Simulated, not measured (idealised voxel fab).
Title: Process Module voxel gate over fins
Xsec cut, 170 nm wide, square cell size 5 nm.
For the purposes of this document, a cross-section shall be understood as a grid of square cells, specified as bands listed in top-to-bottom order, each band consisting of one or more rows of cells.
The band entry comprises the height of the band's top followed by the height of its bottom, expressed in nm, and subsequently the band's materials from left to right, each stated together with its width in nm. Where a single material is marked with the word "full width", that material fills the band from edge to edge. The word "empty" represents empty space.
A quick word on heights: they are counted from 0, and under that level the wafer as it came to us is one material throughout. The lowest band is different from the rest in having no bottom; it simply continues downward, written as in "0..down".
The width entry "30->40" should be interpreted row by row: the top row of cells in the band takes the first number, the bottom row takes the second number, and the change between adjacent rows is uniform throughout.
Take "nothing got changed" at face value: in the step it is given for, the cross-section changed in none of its cells.
"Sealed void listing": sealed empty spaces, 8 cells or more, no open way to top, listed width x height at distance, with distance from the left edge and width, height and distance in nm.
Post-settings text on a step line: simulator's own remark regarding the step.
overlay nm: on a step with a mask, how far right of its planned place the mask lay; negative means left.

# Process steps foreseen in the plan
1. RECEIVE | material Si
2. CONFORMAL_DEP | material SiN | thk nm 5
3. DIRECTIONAL_DEP | material aC | thk nm 15
4. PATTERN | tone cover | mask id FINS | material resist | width nm 15 | pitch nm 45 | thk nm 35 | overlay nm 0
5. DIRECTIONAL_ETCH | etch materials aC | depth nm 15
6. STRIP | etch materials resist
7. DIRECTIONAL_ETCH | etch materials SiN | depth nm 5
8. DIRECTIONAL_ETCH | etch materials Si | depth nm 40
9. STRIP | etch materials aC
10. OXIDIZE | depth nm 5
11. FILL_DEP | material SiO2 | thk nm 5
12. CMP | height nm 5
13. SELECTIVE_ETCH | etch materials SiO2 | depth nm 15
14. STRIP | etch materials SiN
15. CONFORMAL_DEP | material HfO2 | thk nm 5
16. CONFORMAL_DEP | material TiN | thk nm 5
17. FILL_DEP | material W | thk nm 15
18. CMP | height nm 20
19. CONFORMAL_DEP | material SiCN | thk nm 10
For this document, wafers share an identical start and vary in the step 4 width nm; the plan quotes the first wafer's value.

# Cross-section: the first of several wafers in its as-received state, i.e. following step 1
* 0..down | Si full width
* Sealed void listing: none

# The figure below presents a cross-section of the first of several wafers at the conclusion of the module, following its last step, step 19
* 30..20 | SiCN full width
* 20..10 | W full width
* 10..5 | W=25; TiN=25; W=20; TiN=25; W=20; TiN=25; W=30
* 5..0 | W=25; TiN=5; HfO2=15; TiN=5; W=20; TiN=5; HfO2=15; TiN=5; W=20; TiN=5; HfO2=15; TiN=5; W=30
* 0..-5 | TiN=30; HfO2=5; Si=5; HfO2=5; TiN=30; HfO2=5; Si=5; HfO2=5; TiN=30; HfO2=5; Si=5; HfO2=5; TiN=35
* -5..-10 | HfO2=35; Si=5; HfO2=40; Si=5; HfO2=40; Si=5; HfO2=40
* -10..-45 | SiO2=35; Si=5; SiO2=40; Si=5; SiO2=40; Si=5; SiO2=40
* -45..down | Si full width
* Sealed void listing: none

# The last wafer as seen in cross-section at the end of the module
* 30..20 | SiCN full width
* 20..10 | W full width
* 10..5 | W=20; TiN=40; W=5; TiN=40; W=5; TiN=40; W=20
* 5..0 | W=20; TiN=5; HfO2=30; TiN=5; W=5; TiN=5; HfO2=30; TiN=5; W=5; TiN=5; HfO2=30; TiN=5; W=20
* 0..-5 | TiN=25; HfO2=5; Si=20; HfO2=5; TiN=15; HfO2=5; Si=20; HfO2=5; TiN=15; HfO2=5; Si=20; HfO2=5; TiN=25
* -5..-10 | HfO2=30; Si=20; HfO2=25; Si=20; HfO2=25; Si=20; HfO2=30
* -10..-45 | SiO2=30; Si=20; SiO2=25; Si=20; SiO2=25; Si=20; SiO2=30
* -45..down | Si full width
* Sealed void listing: none

# Gained (+) or lost (-) cells of each material since receipt, then closed voids: one row per wafer, at the end of the module
width nm 15 | +46 HfO2 | -279 Si | +68 SiCN | +217 SiO2 | +46 TiN | +106 W | Sealed void listing: none
width nm 20 | +46 HfO2 | -252 Si | +68 SiCN | +196 SiO2 | +46 TiN | +100 W | Sealed void listing: none
width nm 25 | +46 HfO2 | -225 Si | +68 SiCN | +175 SiO2 | +46 TiN | +94 W | Sealed void listing: none
width nm 30 | +46 HfO2 | -198 Si | +68 SiCN | +154 SiO2 | +46 TiN | +88 W | Sealed void listing: none
